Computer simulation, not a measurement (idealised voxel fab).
Process module heading - voxel self aligned vias
In the cross-section labelled cut, the width is 170 nm and each square cell is 5 nm.
If you're reading a cross-section in this doc, picture square cells in a grid; it comes to you as bands, top ones listed first down to the bottom, and a band can be one or more rows of cells. Band: top height; bottom height; in nm. Then, left to right: material with width in nm, for each material. "everywhere": a single material spanning edge to edge. "empty": empty space. We count height from 0. Below that, the starting wafer is all one material. The lowest band never ends at the bottom but goes on down; see "0 -> down" for how that is written. Read "30->40" as a graded width: first number on top, second number at the bottom, same change between each pair of neighbouring rows. No cell of the cross-section changed in a step that is given as "all unchanged". The label "Closed void listing" introduces a list of the empty spaces, 8 cells or larger, that have no open way up to the top; each entry in it reads width x height at distance, where the distance is taken from the left edge and all three are stated in nm. Past the settings on a step's line: simulator remark, on that step. overlay nm: on a step with a mask, how far right of its planned place the mask lay; negative means left.
-- Set out below are the planned steps of the process
| 1 | op RECEIVE | material Si |
| 2 | op CONFORMAL_DEP | material SiO2 | thk nm 15 |
| 3 | op CONFORMAL_DEP | material SiCN | thk nm 5 |
| 4 | op DIRECTIONAL_DEP | material lowk | thk nm 30 |
| 5 | op DIRECTIONAL_DEP | material aC | thk nm 15 |
| 6 | op PATTERN | tone open | mask id LINES | material resist | width nm 30 | pitch nm 60 | thk nm 30 | overlay nm 0 |
| 7 | op DIRECTIONAL_ETCH | etch materials aC | depth nm 15 |
| 8 | op STRIP | etch materials resist |
| 9 | op DIRECTIONAL_ETCH | etch materials lowk | depth nm 30 |
| 10 | op STRIP | etch materials aC |
| 11 | op CONFORMAL_DEP | material TiN | thk nm 5 |
| 12 | op FILL_DEP | material Ru | thk nm 5 |
| 13 | op CMP | height nm 50 |
| 14 | op SELECTIVE_ETCH | etch materials W Ru TiN | depth nm 5 |
| 15 | op FILL_DEP | material SiN | thk nm 5 |
| 16 | op CMP | height nm 50 |
| 17 | op DIRECTIONAL_DEP | material lowk | thk nm 20 |
| 18 | op DIRECTIONAL_DEP | material aC | thk nm 10 |
| 19 | op PATTERN | tone open | mask id VIAS | material resist | width nm 40 | thk nm 25 | overlay nm 0 |
| 20 | op DIRECTIONAL_ETCH | etch materials aC | depth nm 10 |
| 21 | op STRIP | etch materials resist |
| 22 | op DIRECTIONAL_ETCH | etch materials lowk | depth nm 20 |
| 23 | op DIRECTIONAL_ETCH | etch materials SiN | depth nm 5 |
| 24 | op STRIP | etch materials aC |
| 25 | op CONFORMAL_DEP | material TiN | thk nm 5 |
| 26 | op FILL_DEP | material W | thk nm 10 |
| 27 | op CMP | height nm 70 |
| 28 | op CONFORMAL_DEP | material SiN | thk nm 5 |
-- First of the two wafers, run per plan
-- Cross-section, incoming material, after step 1
- 0 -> down  Si everywhere
- Closed void listing: none
-- Wafer section view after processing step 2
- 15 -> 0  SiO2 everywhere
- Under the height 0 nothing was changed.
-- Wafer section view after processing step 3
- 20 -> 15  SiCN everywhere
- Under the height 15 nothing was changed.
-- Wafer section view after processing step 4
- 50 -> 20  lowk everywhere
- Under the height 20 nothing was changed.
-- Wafer section view after processing step 5
- 65 -> 50  aC everywhere
- Under the height 50 nothing was changed.
-- Wafer section view after processing step 6
- 95 -> 65  resist 40 nm, then empty 30 nm, then resist 30 nm, then empty 30 nm, then resist 40 nm
- Under the height 65 nothing was changed.
-- Wafer section view after processing step 7
- 80 -> 65  resist 40 nm, then empty 30 nm, then resist 30 nm, then empty 30 nm, then resist 40 nm
- 65 -> 50  aC 40 nm, then empty 30 nm, then aC 30 nm, then empty 30 nm, then aC 40 nm
- Under the height 50 nothing was changed.
-- Wafer section view after processing step 8
- 65 -> 50  aC 40 nm, then empty 30 nm, then aC 30 nm, then empty 30 nm, then aC 40 nm
- Under the height 50 nothing was changed.
-- Wafer section view after processing step 9
- 65 -> 50  aC 40 nm, then empty 30 nm, then aC 30 nm, then empty 30 nm, then aC 40 nm
- 50 -> 20  lowk 40 nm, then empty 30 nm, then lowk 30 nm, then empty 30 nm, then lowk 40 nm
- Under the height 20 nothing was changed.
-- Wafer section view after processing step 10
- 50 -> 20  lowk 40 nm, then empty 30 nm, then lowk 30 nm, then empty 30 nm, then lowk 40 nm
- Under the height 20 nothing was changed.
-- Wafer section view after processing step 11
- 55 -> 50  TiN 45 nm, then empty 20 nm, then TiN 40 nm, then empty 20 nm, then TiN 45 nm
- 50 -> 25  lowk 40 nm, then TiN 5 nm, then empty 20 nm, then TiN 5 nm, then lowk 30 nm, then TiN 5 nm, then empty 20 nm, then TiN 5 nm, then lowk 40 nm
- 25 -> 20  lowk 40 nm, then TiN 30 nm, then lowk 30 nm, then TiN 30 nm, then lowk 40 nm
- Under the height 20 nothing was changed.
-- Wafer section view after processing step 12
- 60 -> 55  Ru everywhere
- 55 -> 50  TiN 45 nm, then Ru 20 nm, then TiN 40 nm, then Ru 20 nm, then TiN 45 nm
- 50 -> 25  lowk 40 nm, then TiN 5 nm, then Ru 20 nm, then TiN 5 nm, then lowk 30 nm, then TiN 5 nm, then Ru 20 nm, then TiN 5 nm, then lowk 40 nm
- Under the height 25 nothing was changed.
-- Wafer section view after processing step 13
- 50 -> 25  lowk 40 nm, then TiN 5 nm, then Ru 20 nm, then TiN 5 nm, then lowk 30 nm, then TiN 5 nm, then Ru 20 nm, then TiN 5 nm, then lowk 40 nm
- Under the height 25 nothing was changed.
-- Wafer section view after processing step 14
- 50 -> 45  lowk 40 nm, then empty 30 nm, then lowk 30 nm, then empty 30 nm, then lowk 40 nm
- Under the height 45 nothing was changed.
-- Wafer section view after processing step 15
- 55 -> 50  SiN everywhere
- 50 -> 45  lowk 40 nm, then SiN 30 nm, then lowk 30 nm, then SiN 30 nm, then lowk 40 nm
- Under the height 45 nothing was changed.
-- Wafer section view after processing step 16
- 50 -> 45  lowk 40 nm, then SiN 30 nm, then lowk 30 nm, then SiN 30 nm, then lowk 40 nm
- Under the height 45 nothing was changed.
-- Wafer section view after processing step 17
- 70 -> 50  lowk everywhere
- Under the height 50 nothing was changed.
-- Wafer section view after processing step 18
- 80 -> 70  aC everywhere
- Under the height 70 nothing was changed.
-- Wafer section view after processing step 19
- 105 -> 80  resist 35 nm, then empty 40 nm, then resist 95 nm
- Under the height 80 nothing was changed.
-- Wafer section view after processing step 20
- 95 -> 80  resist 35 nm, then empty 40 nm, then resist 95 nm
- 80 -> 70  aC 35 nm, then empty 40 nm, then aC 95 nm
- Under the height 70 nothing was changed.
-- Wafer section view after processing step 21
- 80 -> 70  aC 35 nm, then empty 40 nm, then aC 95 nm
- Under the height 70 nothing was changed.
-- Wafer section view after processing step 22
- 80 -> 70  aC 35 nm, then empty 40 nm, then aC 95 nm
- 70 -> 50  lowk 35 nm, then empty 40 nm, then lowk 95 nm
- Under the height 50 nothing was changed.
-- Wafer section view after processing step 23
- 80 -> 70  aC 35 nm, then empty 40 nm, then aC 95 nm
- 70 -> 50  lowk 35 nm, then empty 40 nm, then lowk 95 nm
- 50 -> 45  lowk 40 nm, then empty 30 nm, then lowk 30 nm, then SiN 30 nm, then lowk 40 nm
- Under the height 45 nothing was changed.
-- Wafer section view after processing step 24
- 70 -> 50  lowk 35 nm, then empty 40 nm, then lowk 95 nm
- Under the height 50 nothing was changed.
-- Wafer section view after processing step 25
- 75 -> 70  TiN 40 nm, then empty 30 nm, then TiN 100 nm
- 70 -> 55  lowk 35 nm, then TiN 5 nm, then empty 30 nm, then TiN 5 nm, then lowk 95 nm
- 55 -> 50  lowk 35 nm, then TiN 10 nm, then empty 20 nm, then TiN 10 nm, then lowk 95 nm
- 50 -> 45  lowk 40 nm, then TiN 30 nm, then lowk 30 nm, then SiN 30 nm, then lowk 40 nm
- Under the height 45 nothing was changed.
-- Wafer section view after processing step 26
- 85 -> 75  W everywhere
- 75 -> 70  TiN 40 nm, then W 30 nm, then TiN 100 nm
- 70 -> 55  lowk 35 nm, then TiN 5 nm, then W 30 nm, then TiN 5 nm, then lowk 95 nm
- 55 -> 50  lowk 35 nm, then TiN 10 nm, then W 20 nm, then TiN 10 nm, then lowk 95 nm
- Under the height 50 nothing was changed.
-- Wafer section view after processing step 27
- 70 -> 55  lowk 35 nm, then TiN 5 nm, then W 30 nm, then TiN 5 nm, then lowk 95 nm
- Under the height 55 nothing was changed.
-- Wafer section view after processing step 28
- 75 -> 70  SiN everywhere
- Under the height 70 nothing was changed.
-- The second wafer was prepared from the same starting point and under the same plan as the first; its processing contained one mistake, and it remains indistinguishable from the first wafer up to and including step 2
Cross-sectional representation of the second wafer at the time designated in the plan for the completion of step 3: all unchanged
-- Cross-sectional representation of the second wafer at the time designated in the plan for the completion of step 4
- 45 -> 15  lowk everywhere
- Under the height 15 nothing was changed.
-- Cross-sectional representation of the second wafer at the time designated in the plan for the completion of step 5
- 60 -> 45  aC everywhere
- Under the height 45 nothing was changed.
-- Cross-sectional representation of the second wafer at the time designated in the plan for the completion of step 6
- 90 -> 60  resist 40 nm, then empty 30 nm, then resist 30 nm, then empty 30 nm, then resist 40 nm
- Under the height 60 nothing was changed.
-- Cross-sectional representation of the second wafer at the time designated in the plan for the completion of step 7
- 75 -> 60  resist 40 nm, then empty 30 nm, then resist 30 nm, then empty 30 nm, then resist 40 nm
- 60 -> 45  aC 40 nm, then empty 30 nm, then aC 30 nm, then empty 30 nm, then aC 40 nm
- Under the height 45 nothing was changed.
-- Cross-sectional representation of the second wafer at the time designated in the plan for the completion of step 8
- 60 -> 45  aC 40 nm, then empty 30 nm, then aC 30 nm, then empty 30 nm, then aC 40 nm
- Under the height 45 nothing was changed.
-- Cross-sectional representation of the second wafer at the time designated in the plan for the completion of step 9
- 60 -> 45  aC 40 nm, then empty 30 nm, then aC 30 nm, then empty 30 nm, then aC 40 nm
- 45 -> 15  lowk 40 nm, then empty 30 nm, then lowk 30 nm, then empty 30 nm, then lowk 40 nm
- Under the height 15 nothing was changed.
-- Cross-sectional representation of the second wafer at the time designated in the plan for the completion of step 10
- 45 -> 15  lowk 40 nm, then empty 30 nm, then lowk 30 nm, then empty 30 nm, then lowk 40 nm
- Under the height 15 nothing was changed.
-- Cross-sectional representation of the second wafer at the time designated in the plan for the completion of step 11
- 50 -> 45  TiN 45 nm, then empty 20 nm, then TiN 40 nm, then empty 20 nm, then TiN 45 nm
- 45 -> 20  lowk 40 nm, then TiN 5 nm, then empty 20 nm, then TiN 5 nm, then lowk 30 nm, then TiN 5 nm, then empty 20 nm, then TiN 5 nm, then lowk 40 nm
- 20 -> 15  lowk 40 nm, then TiN 30 nm, then lowk 30 nm, then TiN 30 nm, then lowk 40 nm
- Under the height 15 nothing was changed.
-- Cross-sectional representation of the second wafer at the time designated in the plan for the completion of step 12
- 55 -> 50  Ru everywhere
- 50 -> 45  TiN 45 nm, then Ru 20 nm, then TiN 40 nm, then Ru 20 nm, then TiN 45 nm
- 45 -> 20  lowk 40 nm, then TiN 5 nm, then Ru 20 nm, then TiN 5 nm, then lowk 30 nm, then TiN 5 nm, then Ru 20 nm, then TiN 5 nm, then lowk 40 nm
- Under the height 20 nothing was changed.
-- Cross-sectional representation of the second wafer at the time designated in the plan for the completion of step 13
- 50 -> 45  TiN 45 nm, then Ru 20 nm, then TiN 40 nm, then Ru 20 nm, then TiN 45 nm
- Under the height 45 nothing was changed.
-- Cross-sectional representation of the second wafer at the time designated in the plan for the completion of step 14
- 45 -> 20  lowk 40 nm, then TiN 5 nm, then Ru 20 nm, then TiN 5 nm, then lowk 30 nm, then TiN 5 nm, then Ru 20 nm, then TiN 5 nm, then lowk 40 nm
- Under the height 20 nothing was changed.
-- Cross-sectional representation of the second wafer at the time designated in the plan for the completion of step 15
- 50 -> 45  SiN everywhere
- Under the height 45 nothing was changed.
Cross-sectional representation of the second wafer at the time designated in the plan for the completion of step 16: all unchanged
-- Cross-sectional representation of the second wafer at the time designated in the plan for the completion of step 17
- 70 -> 50  lowk everywhere
- Under the height 50 nothing was changed.
-- Cross-sectional representation of the second wafer at the time designated in the plan for the completion of step 18
- 80 -> 70  aC everywhere
- Under the height 70 nothing was changed.
-- Cross-sectional representation of the second wafer at the time designated in the plan for the completion of step 19
- 105 -> 80  resist 35 nm, then empty 40 nm, then resist 95 nm
- Under the height 80 nothing was changed.
-- Cross-sectional representation of the second wafer at the time designated in the plan for the completion of step 20
- 95 -> 80  resist 35 nm, then empty 40 nm, then resist 95 nm
- 80 -> 70  aC 35 nm, then empty 40 nm, then aC 95 nm
- Under the height 70 nothing was changed.
-- Cross-sectional representation of the second wafer at the time designated in the plan for the completion of step 21
- 80 -> 70  aC 35 nm, then empty 40 nm, then aC 95 nm
- Under the height 70 nothing was changed.
-- Cross-sectional representation of the second wafer at the time designated in the plan for the completion of step 22
- 80 -> 70  aC 35 nm, then empty 40 nm, then aC 95 nm
- 70 -> 50  lowk 35 nm, then empty 40 nm, then lowk 95 nm
- Under the height 50 nothing was changed.
-- Cross-sectional representation of the second wafer at the time designated in the plan for the completion of step 23
- 80 -> 70  aC 35 nm, then empty 40 nm, then aC 95 nm
- 70 -> 50  lowk 35 nm, then empty 40 nm, then lowk 95 nm
- 50 -> 45  SiN 35 nm, then empty 40 nm, then SiN 95 nm
- Under the height 45 nothing was changed.
-- Cross-sectional representation of the second wafer at the time designated in the plan for the completion of step 24
- 70 -> 50  lowk 35 nm, then empty 40 nm, then lowk 95 nm
- Under the height 50 nothing was changed.
-- Cross-sectional representation of the second wafer at the time designated in the plan for the completion of step 25
- 75 -> 70  TiN 40 nm, then empty 30 nm, then TiN 100 nm
- 70 -> 50  lowk 35 nm, then TiN 5 nm, then empty 30 nm, then TiN 5 nm, then lowk 95 nm
- 50 -> 45  SiN 35 nm, then TiN 40 nm, then SiN 95 nm
- Under the height 45 nothing was changed.
-- Cross-sectional representation of the second wafer at the time designated in the plan for the completion of step 26
- 85 -> 75  W everywhere
- 75 -> 70  TiN 40 nm, then W 30 nm, then TiN 100 nm
- 70 -> 50  lowk 35 nm, then TiN 5 nm, then W 30 nm, then TiN 5 nm, then lowk 95 nm
- Under the height 50 nothing was changed.
-- Cross-sectional representation of the second wafer at the time designated in the plan for the completion of step 27
- 70 -> 50  lowk 35 nm, then TiN 5 nm, then W 30 nm, then TiN 5 nm, then lowk 95 nm
- Under the height 50 nothing was changed.
-- Cross-sectional representation of the second wafer at the time designated in the plan for the completion of step 28
- 75 -> 70  SiN everywhere
- Under the height 70 nothing was changed.
What went wrong in running the wafer? step 3 of the plan got skipped, so it never ran
Wrapping up, a cell-based count of both wafers puts the second over or under the first for these materials: 8 more of Ru, 34 fewer of SiCN, 20 more of SiN, 4 more of TiN, 2 more of W
